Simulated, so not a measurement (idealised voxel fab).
The following is a process module called voxel wiring stack.
170 nm wide, 5 nm square cells: that's cross-section cut.
If you're reading a cross-section in this doc, picture square cells in a grid; it comes to you as bands, top ones listed first down to the bottom, and a band can be one or more rows of cells. Top, bottom (nm), then materials left to right with widths (nm); lone material tagged "edge to edge" fills the whole band edge to edge; "blank" = empty space. A quick word on heights: they are counted from 0, and under that level the wafer as it came to us is one material throughout. The lowest band is different from the rest in having no bottom; it simply continues downward, written as in "0 nm and below". A width such as "30->40" changes by the same amount from each row of cells to the next, from the band's top row to its bottom row. Step note "nothing was modified" = no cross-section cell changed. Reported under the label "Trapped cavities" are the empty spaces having no open way to the top and comprising 8 cells or more; the notation for each is width x height at distance, in which the distance is measured from the left edge and all three values are in nm. Text after the settings on a step's line: the simulator's own remark on that step. The optional step-line setting "overlay nm" applies to steps with a mask and quantifies how far to the right of its planned location the mask lay, a negative value indicating leftward placement. So the way this works: pairs, before and after one process step. The after picture only goes down to the lowest band that actually changed, nothing below. Step and its settings are under each pair. And watch out, pairs might come from different runs of this module, same starting wafer though, so a pair only follows on from the one above if its "Incoming structure" entry tells you so.
## Incoming structure
- 95 nm to 80 nm | resist (30)  blank (25)  resist (15)  blank (25)  resist (15)  blank (25)  resist (35)
- 80 nm to 65 nm | aC (30)  blank (25)  aC (15)  blank (25)  aC (15)  blank (25)  aC (35)
- 65 nm to 40 nm | SiO2 edge to edge
- 40 nm to 35 nm | SiCN edge to edge
- 35 nm to 30 nm | SiN (30)  TiN (25)  SiN (15)  TiN (25)  SiN (15)  TiN (25)  SiN (35)
- 30 nm to 0 nm | SiO2 edge to edge
- 0 nm and below | Si edge to edge
- Trapped cavities: none
## Post-Step Cross-Section
- 80 nm to 65 nm | aC (30)  blank (25)  aC (15)  blank (25)  aC (15)  blank (25)  aC (35)
- Note: structure below 65 unchanged.
- Trapped cavities: none
Which step turns the before cross-section above into the after cross-section? STRIP | etch materials resist
Incoming structure: It is represented by the cross-section appearing after the step of the pair directly above.
## Post-Step Cross-Section
- 80 nm to 65 nm | aC (30)  blank (25)  aC (15)  blank (25)  aC (15)  blank (25)  aC (35)
- 65 nm to 50 nm | SiO2 (30)  blank (25)  SiO2 (15)  blank (25)  SiO2 (15)  blank (25)  SiO2 (35)
- Note: structure below 50 unchanged.
- Trapped cavities: none
Which step turns the before cross-section above into the after cross-section? DIRECTIONAL_ETCH | etch materials SiO2 | depth nm 15
Incoming structure: It is represented by the cross-section appearing after the step of the pair directly above.
## Post-Step Cross-Section
- 65 nm to 50 nm | SiO2 (30)  blank (25)  SiO2 (15)  blank (25)  SiO2 (15)  blank (25)  SiO2 (35)
- Note: structure below 50 unchanged.
- Trapped cavities: none
Which step turns the before cross-section above into the after cross-section? STRIP | etch materials aC
Incoming structure: It is represented by the cross-section appearing after the step of the pair directly above.
## Post-Step Cross-Section
- 75 nm to 65 nm | aC (30)  blank (25)  aC (15)  blank (25)  aC (15)  blank (25)  aC (35)
- 65 nm to 60 nm | SiO2 (30)  blank (25)  SiO2 (15)  blank (25)  SiO2 (15)  blank (25)  SiO2 (35)
- 60 nm to 50 nm | SiO2 (30)  aC (25)  SiO2 (15)  aC (25)  SiO2 (15)  aC (25)  SiO2 (35)
- Note: structure below 50 unchanged.
- Trapped cavities: none
Which step turns the before cross-section above into the after cross-section? DIRECTIONAL_DEP | material aC | thk nm 10
Incoming structure: It is represented by the cross-section appearing after the step of the pair directly above.
## Post-Step Cross-Section
- 105 nm to 75 nm | resist (30)  blank (15)  resist (65)  blank (15)  resist (45)
- 75 nm to 65 nm | aC (30)  blank (15)  resist (10)  aC (15)  resist (25)  aC (15)  blank (15)  resist (10)  aC (35)
- 65 nm to 60 nm | SiO2 (30)  blank (15)  resist (10)  SiO2 (15)  resist (25)  SiO2 (15)  blank (15)  resist (10)  SiO2 (35)
- Note: structure below 60 unchanged.
- Trapped cavities: none
Which step turns the before cross-section above into the after cross-section? PATTERN | tone open | mask id METAL_2_HOLES | material resist | width nm 15 | pitch nm 80 | thk nm 30 | overlay nm 0
Incoming structure: It is represented by the cross-section appearing after the step of the pair directly above.
## Post-Step Cross-Section
- 95 nm to 75 nm | resist (30)  blank (15)  resist (65)  blank (15)  resist (45)
- 75 nm to 65 nm | aC (30)  blank (15)  resist (10)  aC (15)  resist (25)  aC (15)  blank (15)  resist (10)  aC (35)
- 65 nm to 60 nm | SiO2 (30)  blank (15)  resist (10)  SiO2 (15)  resist (25)  SiO2 (15)  blank (15)  resist (10)  SiO2 (35)
- 60 nm to 50 nm | SiO2 (30)  blank (15)  aC (10)  SiO2 (15)  aC (25)  SiO2 (15)  blank (15)  aC (10)  SiO2 (35)
- Note: structure below 50 unchanged.
- Trapped cavities: none
Which step turns the before cross-section above into the after cross-section? DIRECTIONAL_ETCH | etch materials aC | depth nm 10
Incoming structure: It is represented by the cross-section appearing after the step of the pair directly above.
## Post-Step Cross-Section
- 75 nm to 65 nm | aC (30)  blank (25)  aC (15)  blank (25)  aC (15)  blank (25)  aC (35)
- 65 nm to 60 nm | SiO2 (30)  blank (25)  SiO2 (15)  blank (25)  SiO2 (15)  blank (25)  SiO2 (35)
- Note: structure below 60 unchanged.
- Trapped cavities: none
Which step turns the before cross-section above into the after cross-section? STRIP | etch materials resist
Incoming structure: It is represented by the cross-section appearing after the step of the pair directly above.
## Post-Step Cross-Section
- 75 nm to 65 nm | aC (30)  blank (25)  aC (15)  blank (25)  aC (15)  blank (25)  aC (35)
- 65 nm to 60 nm | SiO2 (30)  blank (25)  SiO2 (15)  blank (25)  SiO2 (15)  blank (25)  SiO2 (35)
- 60 nm to 50 nm | SiO2 (30)  blank (15)  aC (10)  SiO2 (15)  aC (25)  SiO2 (15)  blank (15)  aC (10)  SiO2 (35)
- 50 nm to 40 nm | SiO2 (30)  blank (15)  SiO2 (65)  blank (15)  SiO2 (45)
- Note: structure below 40 unchanged.
- Trapped cavities: none
Which step turns the before cross-section above into the after cross-section? DIRECTIONAL_ETCH | etch materials SiO2 | depth nm 10
Incoming structure: It is represented by the cross-section appearing after the step of the pair directly above.
## Post-Step Cross-Section
- 75 nm to 65 nm | aC (30)  blank (25)  aC (15)  blank (25)  aC (15)  blank (25)  aC (35)
- 65 nm to 60 nm | SiO2 (30)  blank (25)  SiO2 (15)  blank (25)  SiO2 (15)  blank (25)  SiO2 (35)
- 60 nm to 50 nm | SiO2 (30)  blank (15)  aC (10)  SiO2 (15)  aC (25)  SiO2 (15)  blank (15)  aC (10)  SiO2 (35)
- 50 nm to 40 nm | SiO2 (30)  blank (15)  SiO2 (65)  blank (15)  SiO2 (45)
- 40 nm to 35 nm | SiCN (30)  blank (15)  SiCN (65)  blank (15)  SiCN (45)
- Note: structure below 35 unchanged.
- Trapped cavities: none
Which step turns the before cross-section above into the after cross-section? DIRECTIONAL_ETCH | etch materials SiCN | depth nm 5
Incoming structure: It is represented by the cross-section appearing after the step of the pair directly above.
## Post-Step Cross-Section
- 65 nm to 50 nm | SiO2 (30)  blank (25)  SiO2 (15)  blank (25)  SiO2 (15)  blank (25)  SiO2 (35)
- Note: structure below 50 unchanged.
- Trapped cavities: none
Which step turns the before cross-section above into the after cross-section? STRIP | etch materials aC
Incoming structure: It is represented by the cross-section appearing after the step of the pair directly above.
## Post-Step Cross-Section
- 70 nm to 65 nm | TiN (35)  blank (15)  TiN (25)  blank (15)  TiN (25)  blank (15)  TiN (40)
- 65 nm to 55 nm | SiO2 (30)  TiN (5)  blank (15)  TiN (5)  SiO2 (15)  TiN (5)  blank (15)  TiN (5)  SiO2 (15)  TiN (5)  blank (15)  TiN (5)  SiO2 (35)
- 55 nm to 50 nm | SiO2 (30)  TiN (5)  blank (5)  TiN (15)  SiO2 (15)  TiN (25)  SiO2 (15)  TiN (5)  blank (5)  TiN (15)  SiO2 (35)
- 50 nm to 40 nm | SiO2 (30)  TiN (5)  blank (5)  TiN (5)  SiO2 (65)  TiN (5)  blank (5)  TiN (5)  SiO2 (45)
- 40 nm to 35 nm | SiCN (30)  TiN (15)  SiCN (65)  TiN (15)  SiCN (45)
- Note: structure below 35 unchanged.
- Trapped cavities: none
Which step turns the before cross-section above into the after cross-section? CONFORMAL_DEP | material TiN | thk nm 5
Incoming structure: It is represented by the cross-section appearing after the step of the pair directly above.
## Post-Step Cross-Section
- 75 nm to 70 nm | Cu edge to edge
- 70 nm to 65 nm | TiN (35)  Cu (15)  TiN (25)  Cu (15)  TiN (25)  Cu (15)  TiN (40)
- 65 nm to 55 nm | SiO2 (30)  TiN (5)  Cu (15)  TiN (5)  SiO2 (15)  TiN (5)  Cu (15)  TiN (5)  SiO2 (15)  TiN (5)  Cu (15)  TiN (5)  SiO2 (35)
- 55 nm to 50 nm | SiO2 (30)  TiN (5)  Cu (5)  TiN (15)  SiO2 (15)  TiN (25)  SiO2 (15)  TiN (5)  Cu (5)  TiN (15)  SiO2 (35)
- 50 nm to 40 nm | SiO2 (30)  TiN (5)  Cu (5)  TiN (5)  SiO2 (65)  TiN (5)  Cu (5)  TiN (5)  SiO2 (45)
- Note: structure below 40 unchanged.
- Trapped cavities: none
Which step turns the before cross-section above into the after cross-section? FILL_DEP | material Cu | thk nm 5
Incoming structure: It is represented by the cross-section appearing after the step of the pair directly above.
## Post-Step Cross-Section
- 65 nm to 55 nm | SiO2 (30)  TiN (5)  Cu (15)  TiN (5)  SiO2 (15)  TiN (5)  Cu (15)  TiN (5)  SiO2 (15)  TiN (5)  Cu (15)  TiN (5)  SiO2 (35)
- Note: structure below 55 unchanged.
- Trapped cavities: none
Which step turns the before cross-section above into the after cross-section? CMP | height nm 65
Incoming structure: It is represented by the cross-section appearing after the step of the pair directly above.
## Post-Step Cross-Section
- 70 nm to 65 nm | SiCN edge to edge
- Note: structure below 65 unchanged.
- Trapped cavities: none
Which step turns the before cross-section above into the after cross-section? CONFORMAL_DEP | material SiCN | thk nm 5
Incoming structure: It is represented by the cross-section appearing after the step of the pair directly above.
## Post-Step Cross-Section
- 95 nm to 70 nm | lowk edge to edge
- Note: structure below 70 unchanged.
- Trapped cavities: none
Which step turns the before cross-section above into the after cross-section? DIRECTIONAL_DEP | material lowk | thk nm 25
Incoming structure: It is represented by the cross-section appearing after the step of the pair directly above.
## Post-Step Cross-Section
- 95 nm to 80 nm | lowk (30)  blank (25)  lowk (15)  blank (25)  lowk (15)  blank (25)  lowk (35)
- Note: structure below 80 unchanged.
- Trapped cavities: none
Which step turns the before cross-section above into the after cross-section? MASKED_ETCH | tone open | mask id METAL_3 | width nm 25 | pitch nm 40 | etch materials lowk | depth nm 15 | overlay nm 0
Incoming structure: It is represented by the cross-section appearing after the step of the pair directly above.
## Post-Step Cross-Section
- 95 nm to 80 nm | lowk (30)  blank (25)  lowk (15)  blank (25)  lowk (15)  blank (25)  lowk (35)
- 80 nm to 70 nm | lowk (30)  blank (15)  lowk (25)  blank (15)  lowk (25)  blank (15)  lowk (45)
- Note: structure below 70 unchanged.
- Trapped cavities: none
Which step turns the before cross-section above into the after cross-section? MASKED_ETCH | tone open | mask id METAL_3_HOLES | width nm 15 | pitch nm 40 | etch materials lowk | depth nm 10 | overlay nm 0
Incoming structure: It is represented by the cross-section appearing after the step of the pair directly above.
## Post-Step Cross-Section
- 95 nm to 80 nm | lowk (30)  blank (25)  lowk (15)  blank (25)  lowk (15)  blank (25)  lowk (35)
- 80 nm to 70 nm | lowk (30)  blank (15)  lowk (25)  blank (15)  lowk (25)  blank (15)  lowk (45)
- 70 nm to 65 nm | SiCN (30)  blank (15)  SiCN (25)  blank (15)  SiCN (25)  blank (15)  SiCN (45)
- Note: structure below 65 unchanged.
- Trapped cavities: none
Which step turns the before cross-section above into the after cross-section? MASKED_ETCH | tone open | mask id METAL_3_HOLES | width nm 15 | pitch nm 40 | etch materials SiCN | depth nm 5 | overlay nm 0
Incoming structure: It is represented by the cross-section appearing after the step of the pair directly above.
## Post-Step Cross-Section
- 100 nm to 95 nm | TiN (35)  blank (15)  TiN (25)  blank (15)  TiN (25)  blank (15)  TiN (40)
- 95 nm to 85 nm | lowk (30)  TiN (5)  blank (15)  TiN (5)  lowk (15)  TiN (5)  blank (15)  TiN (5)  lowk (15)  TiN (5)  blank (15)  TiN (5)  lowk (35)
- 85 nm to 80 nm | lowk (30)  TiN (5)  blank (5)  TiN (15)  lowk (15)  TiN (5)  blank (5)  TiN (15)  lowk (15)  TiN (5)  blank (5)  TiN (15)  lowk (35)
- 80 nm to 70 nm | lowk (30)  TiN (5)  blank (5)  TiN (5)  lowk (25)  TiN (5)  blank (5)  TiN (5)  lowk (25)  TiN (5)  blank (5)  TiN (5)  lowk (45)
- 70 nm to 65 nm | SiCN (30)  TiN (15)  SiCN (25)  TiN (15)  SiCN (25)  TiN (15)  SiCN (45)
- Note: structure below 65 unchanged.
- Trapped cavities: none
Which step turns the before cross-section above into the after cross-section? CONFORMAL_DEP | material TiN | thk nm 5
Incoming structure: It is represented by the cross-section appearing after the step of the pair directly above.
## Post-Step Cross-Section
- 110 nm to 100 nm | Cu edge to edge
- 100 nm to 95 nm | TiN (35)  Cu (15)  TiN (25)  Cu (15)  TiN (25)  Cu (15)  TiN (40)
- 95 nm to 85 nm | lowk (30)  TiN (5)  Cu (15)  TiN (5)  lowk (15)  TiN (5)  Cu (15)  TiN (5)  lowk (15)  TiN (5)  Cu (15)  TiN (5)  lowk (35)
- 85 nm to 80 nm | lowk (30)  TiN (5)  Cu (5)  TiN (15)  lowk (15)  TiN (5)  Cu (5)  TiN (15)  lowk (15)  TiN (5)  Cu (5)  TiN (15)  lowk (35)
- 80 nm to 70 nm | lowk (30)  TiN (5)  Cu (5)  TiN (5)  lowk (25)  TiN (5)  Cu (5)  TiN (5)  lowk (25)  TiN (5)  Cu (5)  TiN (5)  lowk (45)
- Note: structure below 70 unchanged.
- Trapped cavities: none
Which step turns the before cross-section above into the after cross-section? FILL_DEP | material Cu | thk nm 10
Incoming structure: It is represented by the cross-section appearing after the step of the pair directly above.
## Post-Step Cross-Section
- 95 nm to 85 nm | lowk (30)  TiN (5)  Cu (15)  TiN (5)  lowk (15)  TiN (5)  Cu (15)  TiN (5)  lowk (15)  TiN (5)  Cu (15)  TiN (5)  lowk (35)
- Note: structure below 85 unchanged.
- Trapped cavities: none
Which step turns the before cross-section above into the after cross-section? CMP | height nm 95
Incoming structure: It is represented by the cross-section appearing after the step of the pair directly above.
## Post-Step Cross-Section
- 100 nm to 95 nm | SiN edge to edge
- Note: structure below 95 unchanged.
- Trapped cavities: none
Which step turns the before cross-section above into the after cross-section? CONFORMAL_DEP | material SiN | thk nm 5
## Incoming structure
- 0 nm and below | Si edge to edge
- Trapped cavities: none
## Post-Step Cross-Section
- 5 nm to 0 nm | TiN edge to edge
- Note: structure below 0 unchanged.
- Trapped cavities: none
Which step turns the before cross-section above into the after cross-section? DIRECTIONAL_DEP | material TiN | thk nm 5
Incoming structure: It is represented by the cross-section appearing after the step of the pair directly above.
## Post-Step Cross-Section
- 20 nm to 5 nm | SiO2 edge to edge
- Note: structure below 5 unchanged.
- Trapped cavities: none
Which step turns the before cross-section above into the after cross-section? CONFORMAL_DEP | material SiO2 | thk nm 15
Incoming structure: It is represented by the cross-section appearing after the step of the pair directly above.
## Post-Step Cross-Section
- 35 nm to 20 nm | W edge to edge
- Note: structure below 20 unchanged.
- Trapped cavities: none
Which step turns the before cross-section above into the after cross-section? DIRECTIONAL_DEP | material W | thk nm 15
Incoming structure: It is represented by the cross-section appearing after the step of the pair directly above.
## Post-Step Cross-Section
- 50 nm to 35 nm | aC edge to edge
- Note: structure below 35 unchanged.
- Trapped cavities: none
Which step turns the before cross-section above into the after cross-section? DIRECTIONAL_DEP | material aC | thk nm 15
Incoming structure: It is represented by the cross-section appearing after the step of the pair directly above.
## Post-Step Cross-Section
- 85 nm to 50 nm | blank (30)  resist (25)  blank (15)  resist (25)  blank (15)  resist (25)  blank (35)
- Note: structure below 50 unchanged.
- Trapped cavities: none
Which step turns the before cross-section above into the after cross-section? PATTERN | tone cover | mask id METAL_1 | material resist | width nm 25 | pitch nm 40 | thk nm 35 | overlay nm 0
Incoming structure: It is represented by the cross-section appearing after the step of the pair directly above.
## Post-Step Cross-Section
- 70 nm to 50 nm | blank (30)  resist (25)  blank (15)  resist (25)  blank (15)  resist (25)  blank (35)
- 50 nm to 35 nm | blank (30)  aC (25)  blank (15)  aC (25)  blank (15)  aC (25)  blank (35)
- Note: structure below 35 unchanged.
- Trapped cavities: none
Which step turns the before cross-section above into the after cross-section? DIRECTIONAL_ETCH | etch materials aC | depth nm 15
Incoming structure: It is represented by the cross-section appearing after the step of the pair directly above.
## Post-Step Cross-Section
- 50 nm to 35 nm | blank (30)  aC (25)  blank (15)  aC (25)  blank (15)  aC (25)  blank (35)
- Note: structure below 35 unchanged.
- Trapped cavities: none
Which step turns the before cross-section above into the after cross-section? STRIP | etch materials resist
Incoming structure: It is represented by the cross-section appearing after the step of the pair directly above.
## Post-Step Cross-Section
- 50 nm to 35 nm | blank (30)  aC (25)  blank (15)  aC (25)  blank (15)  aC (25)  blank (35)
- 35 nm to 20 nm | blank (30)  W (25)  blank (15)  W (25)  blank (15)  W (25)  blank (35)
- Note: structure below 20 unchanged.
- Trapped cavities: none
Which step turns the before cross-section above into the after cross-section? DIRECTIONAL_ETCH | etch materials W | depth nm 15
Incoming structure: It is represented by the cross-section appearing after the step of the pair directly above.
## Post-Step Cross-Section
- 35 nm to 20 nm | blank (30)  W (25)  blank (15)  W (25)  blank (15)  W (25)  blank (35)
- Note: structure below 20 unchanged.
- Trapped cavities: none
Which step turns the before cross-section above into the after cross-section? STRIP | etch materials aC
Incoming structure: It is represented by the cross-section appearing after the step of the pair directly above.
## Post-Step Cross-Section
- 40 nm to 35 nm | blank (25)  SiN (35)  blank (5)  SiN (35)  blank (5)  SiN (35)  blank (30)
- 35 nm to 25 nm | blank (25)  SiN (5)  W (25)  SiN (5)  blank (5)  SiN (5)  W (25)  SiN (5)  blank (5)  SiN (5)  W (25)  SiN (5)  blank (30)
- 25 nm to 20 nm | SiN (30)  W (25)  SiN (15)  W (25)  SiN (15)  W (25)  SiN (35)
- Note: structure below 20 unchanged.
- Trapped cavities: none
Which step turns the before cross-section above into the after cross-section? CONFORMAL_DEP | material SiN | thk nm 5
Incoming structure: It is represented by the cross-section appearing after the step of the pair directly above.
## Post-Step Cross-Section
- 45 nm to 40 nm | SiO2 edge to edge
- 40 nm to 35 nm | SiO2 (25)  SiN (35)  SiO2 (5)  SiN (35)  SiO2 (5)  SiN (35)  SiO2 (30)
- 35 nm to 25 nm | SiO2 (25)  SiN (5)  W (25)  SiN (5)  SiO2 (5)  SiN (5)  W (25)  SiN (5)  SiO2 (5)  SiN (5)  W (25)  SiN (5)  SiO2 (30)
- Note: structure below 25 unchanged.
- Trapped cavities: none
Which step turns the before cross-section above into the after cross-section? FILL_DEP | material SiO2 | thk nm 5
Incoming structure: It is represented by the cross-section appearing after the step of the pair directly above.
## Post-Step Cross-Section
- 35 nm to 25 nm | SiO2 (25)  SiN (5)  W (25)  SiN (5)  SiO2 (5)  SiN (5)  W (25)  SiN (5)  SiO2 (5)  SiN (5)  W (25)  SiN (5)  SiO2 (30)
- Note: structure below 25 unchanged.
- Trapped cavities: none
Which step turns the before cross-section above into the after cross-section? CMP | height nm 35
Incoming structure: It is represented by the cross-section appearing after the step of the pair directly above.
## Post-Step Cross-Section
- 40 nm to 35 nm | SiCN edge to edge
- Note: structure below 35 unchanged.
- Trapped cavities: none
Which step turns the before cross-section above into the after cross-section? CONFORMAL_DEP | material SiCN | thk nm 5
Incoming structure: It is represented by the cross-section appearing after the step of the pair directly above.
## Post-Step Cross-Section
- 65 nm to 40 nm | SiO2 edge to edge
- Note: structure below 40 unchanged.
- Trapped cavities: none
Which step turns the before cross-section above into the after cross-section? DIRECTIONAL_DEP | material SiO2 | thk nm 25
Incoming structure: It is represented by the cross-section appearing after the step of the pair directly above.
## Post-Step Cross-Section
- 80 nm to 65 nm | aC edge to edge
- Note: structure below 65 unchanged.
- Trapped cavities: none
Which step turns the before cross-section above into the after cross-section? DIRECTIONAL_DEP | material aC | thk nm 15
Incoming structure: It is represented by the cross-section appearing after the step of the pair directly above.
## Post-Step Cross-Section
- 110 nm to 80 nm | resist (30)  blank (25)  resist (15)  blank (25)  resist (15)  blank (25)  resist (35)
- Note: structure below 80 unchanged.
- Trapped cavities: none
Which step turns the before cross-section above into the after cross-section? PATTERN | tone open | mask id METAL_2 | material resist | width nm 25 | pitch nm 40 | thk nm 30 | overlay nm 0
Incoming structure: It is represented by the cross-section appearing after the step of the pair directly above.
## Post-Step Cross-Section
- 95 nm to 80 nm | resist (30)  blank (25)  resist (15)  blank (25)  resist (15)  blank (25)  resist (35)
- 80 nm to 65 nm | aC (30)  blank (25)  aC (15)  blank (25)  aC (15)  blank (25)  aC (35)
- Note: structure below 65 unchanged.
- Trapped cavities: none
Which step turns the before cross-section above into the after cross-section? DIRECTIONAL_ETCH | etch materials aC | depth nm 15
Incoming structure: It is represented by the cross-section appearing after the step of the pair directly above.
## Post-Step Cross-Section
- 80 nm to 65 nm | aC (30)  blank (25)  aC (15)  blank (25)  aC (15)  blank (25)  aC (35)
- Note: structure below 65 unchanged.
- Trapped cavities: none
Which step turns the before cross-section above into the after cross-section? STRIP | etch materials resist
Incoming structure: It is represented by the cross-section appearing after the step of the pair directly above.
## Post-Step Cross-Section
- 80 nm to 65 nm | aC (30)  blank (25)  aC (15)  blank (25)  aC (15)  blank (25)  aC (35)
- 65 nm to 50 nm | SiO2 (30)  blank (25)  SiO2 (15)  blank (25)  SiO2 (15)  blank (25)  SiO2 (35)
- Note: structure below 50 unchanged.
- Trapped cavities: none
Which step turns the before cross-section above into the after cross-section? DIRECTIONAL_ETCH | etch materials SiO2 | depth nm 15
Incoming structure: It is represented by the cross-section appearing after the step of the pair directly above.
## Post-Step Cross-Section
- 65 nm to 50 nm | SiO2 (30)  blank (25)  SiO2 (15)  blank (25)  SiO2 (15)  blank (25)  SiO2 (35)
- Note: structure below 50 unchanged.
- Trapped cavities: none
Which step turns the before cross-section above into the after cross-section? STRIP | etch materials aC
Incoming structure: It is represented by the cross-section appearing after the step of the pair directly above.
## Post-Step Cross-Section
- 75 nm to 65 nm | aC (30)  blank (25)  aC (15)  blank (25)  aC (15)  blank (25)  aC (35)
- 65 nm to 60 nm | SiO2 (30)  blank (25)  SiO2 (15)  blank (25)  SiO2 (15)  blank (25)  SiO2 (35)
- 60 nm to 50 nm | SiO2 (30)  aC (25)  SiO2 (15)  aC (25)  SiO2 (15)  aC (25)  SiO2 (35)
- Note: structure below 50 unchanged.
- Trapped cavities: none
Which step turns the before cross-section above into the after cross-section? DIRECTIONAL_DEP | material aC | thk nm 10
Incoming structure: It is represented by the cross-section appearing after the step of the pair directly above.
## Post-Step Cross-Section
- 105 nm to 75 nm | resist (30)  blank (15)  resist (65)  blank (15)  resist (45)
- 75 nm to 65 nm | aC (30)  blank (15)  resist (10)  aC (15)  resist (25)  aC (15)  blank (15)  resist (10)  aC (35)
- 65 nm to 60 nm | SiO2 (30)  blank (15)  resist (10)  SiO2 (15)  resist (25)  SiO2 (15)  blank (15)  resist (10)  SiO2 (35)
- Note: structure below 60 unchanged.
- Trapped cavities: none
Which step turns the before cross-section above into the after cross-section? PATTERN | tone open | mask id METAL_2_HOLES | material resist | width nm 15 | pitch nm 80 | thk nm 30 | overlay nm 0
Incoming structure: It is represented by the cross-section appearing after the step of the pair directly above.
## Post-Step Cross-Section
- 95 nm to 75 nm | resist (30)  blank (15)  resist (65)  blank (15)  resist (45)
- 75 nm to 65 nm | aC (30)  blank (15)  resist (10)  aC (15)  resist (25)  aC (15)  blank (15)  resist (10)  aC (35)
- 65 nm to 60 nm | SiO2 (30)  blank (15)  resist (10)  SiO2 (15)  resist (25)  SiO2 (15)  blank (15)  resist (10)  SiO2 (35)
- 60 nm to 50 nm | SiO2 (30)  blank (15)  aC (10)  SiO2 (15)  aC (25)  SiO2 (15)  blank (15)  aC (10)  SiO2 (35)
- Note: structure below 50 unchanged.
- Trapped cavities: none
Which step turns the before cross-section above into the after cross-section? DIRECTIONAL_ETCH | etch materials aC | depth nm 10
Incoming structure: It is represented by the cross-section appearing after the step of the pair directly above.
## Post-Step Cross-Section
- 75 nm to 65 nm | aC (30)  blank (25)  aC (15)  blank (25)  aC (15)  blank (25)  aC (35)
- 65 nm to 60 nm | SiO2 (30)  blank (25)  SiO2 (15)  blank (25)  SiO2 (15)  blank (25)  SiO2 (35)
- Note: structure below 60 unchanged.
- Trapped cavities: none
Which step turns the before cross-section above into the after cross-section? STRIP | etch materials resist
Incoming structure: It is represented by the cross-section appearing after the step of the pair directly above.
## Post-Step Cross-Section
- 75 nm to 65 nm | aC (30)  blank (25)  aC (15)  blank (25)  aC (15)  blank (25)  aC (35)
- 65 nm to 60 nm | SiO2 (30)  blank (25)  SiO2 (15)  blank (25)  SiO2 (15)  blank (25)  SiO2 (35)
- 60 nm to 50 nm | SiO2 (30)  blank (15)  aC (10)  SiO2 (15)  aC (25)  SiO2 (15)  blank (15)  aC (10)  SiO2 (35)
- 50 nm to 40 nm | SiO2 (30)  blank (15)  SiO2 (65)  blank (15)  SiO2 (45)
- Note: structure below 40 unchanged.
- Trapped cavities: none
Which step turns the before cross-section above into the after cross-section? DIRECTIONAL_ETCH | etch materials SiO2 | depth nm 10
Incoming structure: It is represented by the cross-section appearing after the step of the pair directly above.
## Post-Step Cross-Section
- 75 nm to 65 nm | aC (30)  blank (25)  aC (15)  blank (25)  aC (15)  blank (25)  aC (35)
- 65 nm to 60 nm | SiO2 (30)  blank (25)  SiO2 (15)  blank (25)  SiO2 (15)  blank (25)  SiO2 (35)
- 60 nm to 50 nm | SiO2 (30)  blank (15)  aC (10)  SiO2 (15)  aC (25)  SiO2 (15)  blank (15)  aC (10)  SiO2 (35)
- 50 nm to 40 nm | SiO2 (30)  blank (15)  SiO2 (65)  blank (15)  SiO2 (45)
- 40 nm to 35 nm | SiCN (30)  blank (15)  SiCN (65)  blank (15)  SiCN (45)
- Note: structure below 35 unchanged.
- Trapped cavities: none
Which step turns the before cross-section above into the after cross-section? DIRECTIONAL_ETCH | etch materials SiCN | depth nm 5
Incoming structure: It is represented by the cross-section appearing after the step of the pair directly above.
## Post-Step Cross-Section
- 65 nm to 50 nm | SiO2 (30)  blank (25)  SiO2 (15)  blank (25)  SiO2 (15)  blank (25)  SiO2 (35)
- Note: structure below 50 unchanged.
- Trapped cavities: none
Which step turns the before cross-section above into the after cross-section? STRIP | etch materials aC
Incoming structure: It is represented by the cross-section appearing after the step of the pair directly above.
## Post-Step Cross-Section
- 70 nm to 65 nm | TiN (35)  blank (15)  TiN (25)  blank (15)  TiN (25)  blank (15)  TiN (40)
- 65 nm to 55 nm | SiO2 (30)  TiN (5)  blank (15)  TiN (5)  SiO2 (15)  TiN (5)  blank (15)  TiN (5)  SiO2 (15)  TiN (5)  blank (15)  TiN (5)  SiO2 (35)
- 55 nm to 50 nm | SiO2 (30)  TiN (5)  blank (5)  TiN (15)  SiO2 (15)  TiN (25)  SiO2 (15)  TiN (5)  blank (5)  TiN (15)  SiO2 (35)
- 50 nm to 40 nm | SiO2 (30)  TiN (5)  blank (5)  TiN (5)  SiO2 (65)  TiN (5)  blank (5)  TiN (5)  SiO2 (45)
- 40 nm to 35 nm | SiCN (30)  TiN (15)  SiCN (65)  TiN (15)  SiCN (45)
- Note: structure below 35 unchanged.
- Trapped cavities: none
Which step turns the before cross-section above into the after cross-section? CONFORMAL_DEP | material TiN | thk nm 5
Incoming structure: It is represented by the cross-section appearing after the step of the pair directly above.
## Post-Step Cross-Section
- 75 nm to 70 nm | Cu edge to edge
- 70 nm to 65 nm | TiN (35)  Cu (15)  TiN (25)  Cu (15)  TiN (25)  Cu (15)  TiN (40)
- 65 nm to 55 nm | SiO2 (30)  TiN (5)  Cu (15)  TiN (5)  SiO2 (15)  TiN (5)  Cu (15)  TiN (5)  SiO2 (15)  TiN (5)  Cu (15)  TiN (5)  SiO2 (35)
- 55 nm to 50 nm | SiO2 (30)  TiN (5)  Cu (5)  TiN (15)  SiO2 (15)  TiN (25)  SiO2 (15)  TiN (5)  Cu (5)  TiN (15)  SiO2 (35)
- 50 nm to 40 nm | SiO2 (30)  TiN (5)  Cu (5)  TiN (5)  SiO2 (65)  TiN (5)  Cu (5)  TiN (5)  SiO2 (45)
- Note: structure below 40 unchanged.
- Trapped cavities: none
Which step turns the before cross-section above into the after cross-section? FILL_DEP | material Cu | thk nm 5
Incoming structure: It is represented by the cross-section appearing after the step of the pair directly above.
## Post-Step Cross-Section
- 65 nm to 55 nm | SiO2 (30)  TiN (5)  Cu (15)  TiN (5)  SiO2 (15)  TiN (5)  Cu (15)  TiN (5)  SiO2 (15)  TiN (5)  Cu (15)  TiN (5)  SiO2 (35)
- Note: structure below 55 unchanged.
- Trapped cavities: none
Which step turns the before cross-section above into the after cross-section? CMP | height nm 65
Incoming structure: It is represented by the cross-section appearing after the step of the pair directly above.
## Post-Step Cross-Section
- 70 nm to 65 nm | SiCN edge to edge
- Note: structure below 65 unchanged.
- Trapped cavities: none
Which step turns the before cross-section above into the after cross-section? CONFORMAL_DEP | material SiCN | thk nm 5
Incoming structure: It is represented by the cross-section appearing after the step of the pair directly above.
## Post-Step Cross-Section
- 95 nm to 70 nm | lowk edge to edge
- Note: structure below 70 unchanged.
- Trapped cavities: none
Which step turns the before cross-section above into the after cross-section? DIRECTIONAL_DEP | material lowk | thk nm 25
Incoming structure: It is represented by the cross-section appearing after the step of the pair directly above.
## Post-Step Cross-Section
- 95 nm to 80 nm | lowk (30)  blank (25)  lowk (15)  blank (25)  lowk (15)  blank (25)  lowk (35)
- Note: structure below 80 unchanged.
- Trapped cavities: none
Which step turns the before cross-section above into the after cross-section? MASKED_ETCH | tone open | mask id METAL_3 | width nm 25 | pitch nm 40 | etch materials lowk | depth nm 15 | overlay nm 0
